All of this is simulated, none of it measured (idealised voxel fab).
The document below concerns the process module designated voxel self aligned vias.
Section cut is 210 nm wide and gridded with 5 nm square cells.
Each cross-section below is a grid of square cells, stated as bands in top-down order, with one or more rows of cells making up each band. Per band: top height and bottom height in nm, followed by the left-to-right materials and their widths in nm; "all across" marks a single material spanning edge to edge, "empty" marks empty space. Beneath 0, the wafer as received is one material, and that level is where height counting begins. The lowest band goes on downward without a bottom; it is written like "top 0, no bottom". Quick explanation for "30 to 40": the width changes in equal steps down the rows of cells, from the first number in the band's top row to the second number in its bottom row. It should be understood that the words "everything unchanged", when stated for a given step, signify that the cross-section underwent no change in any of its cells during that step. In "Closed void list" the enclosed voids are listed, meaning empty spaces of 8 cells or larger without any opening to the top. The form is width x height at distance, distance from the left edge, units nm. Heads up: the bit after the settings on a step's line is the simulator's remark on that step. For masked steps, "overlay nm" on the step line gives how far right of plan the mask actually lay; a minus sign means it lay to the left.

## Process steps (planned)
1. RECEIVE with material Si
2. CONFORMAL_DEP with material SiO2, thk nm 10
3. CONFORMAL_DEP with material SiCN, thk nm 5
4. DIRECTIONAL_DEP with material SiO2, thk nm 30
5. DIRECTIONAL_DEP with material aC, thk nm 10
6. PATTERN with tone open, mask id LINES, material resist, width nm 25, pitch nm 55, thk nm 25, overlay nm 0
7. DIRECTIONAL_ETCH with etch materials aC, depth nm 10
8. STRIP with etch materials resist
9. DIRECTIONAL_ETCH with etch materials SiO2, depth nm 20
10. STRIP with etch materials aC
11. CONFORMAL_DEP with material TiN, thk nm 5
12. FILL_DEP with material Ru, thk nm 5
13. CMP with height nm 45
14. SELECTIVE_ETCH with etch materials W Ru TiN, depth nm 10
15. FILL_DEP with material SiN, thk nm 5
16. CMP with height nm 45
17. DIRECTIONAL_DEP with material SiO2, thk nm 15
18. PATTERN with tone open, mask id VIAS, material resist, width nm 35, thk nm 15, overlay nm 0
19. DIRECTIONAL_ETCH with etch materials SiO2, depth nm 15
20. DIRECTIONAL_ETCH with etch materials SiN, depth nm 10
21. STRIP with etch materials resist
22. CONFORMAL_DEP with material TiN, thk nm 5
23. FILL_DEP with material W, thk nm 10
24. CMP with height nm 60
25. CONFORMAL_DEP with material SiN, thk nm 5
Be aware that, although all wafers share a common starting state, the depth nm at step 9 differs among them, and the plan displays the first wafer's value.

## First of several wafers, received after step 1, in cross-section
top 0, no bottom  Si all across
Closed void list: none

## Quick key for the table: a row per wafer, taken at the end of the module. For each material it tells you how many cells the wafer gained (+) or lost (-) since it came in, and the closed voids come after
depth nm 20; +6 Ru; +42 SiCN; +52 SiN; +401 SiO2; +29 TiN; +16 W; Closed void list: none
depth nm 25; +12 Ru; +42 SiCN; +52 SiN; +391 SiO2; +33 TiN; +16 W; Closed void list: none
depth nm 30; +18 Ru; +42 SiCN; +52 SiN; +381 SiO2; +37 TiN; +16 W; Closed void list: none
depth nm 35; +18 Ru; +42 SiCN; +52 SiN; +381 SiO2; +37 TiN; +16 W; Closed void list: none
depth nm 40; +18 Ru; +42 SiCN; +52 SiN; +381 SiO2; +37 TiN; +16 W; Closed void list: none
depth nm 45; +18 Ru; +42 SiCN; +52 SiN; +381 SiO2; +37 TiN; +16 W; Closed void list: none
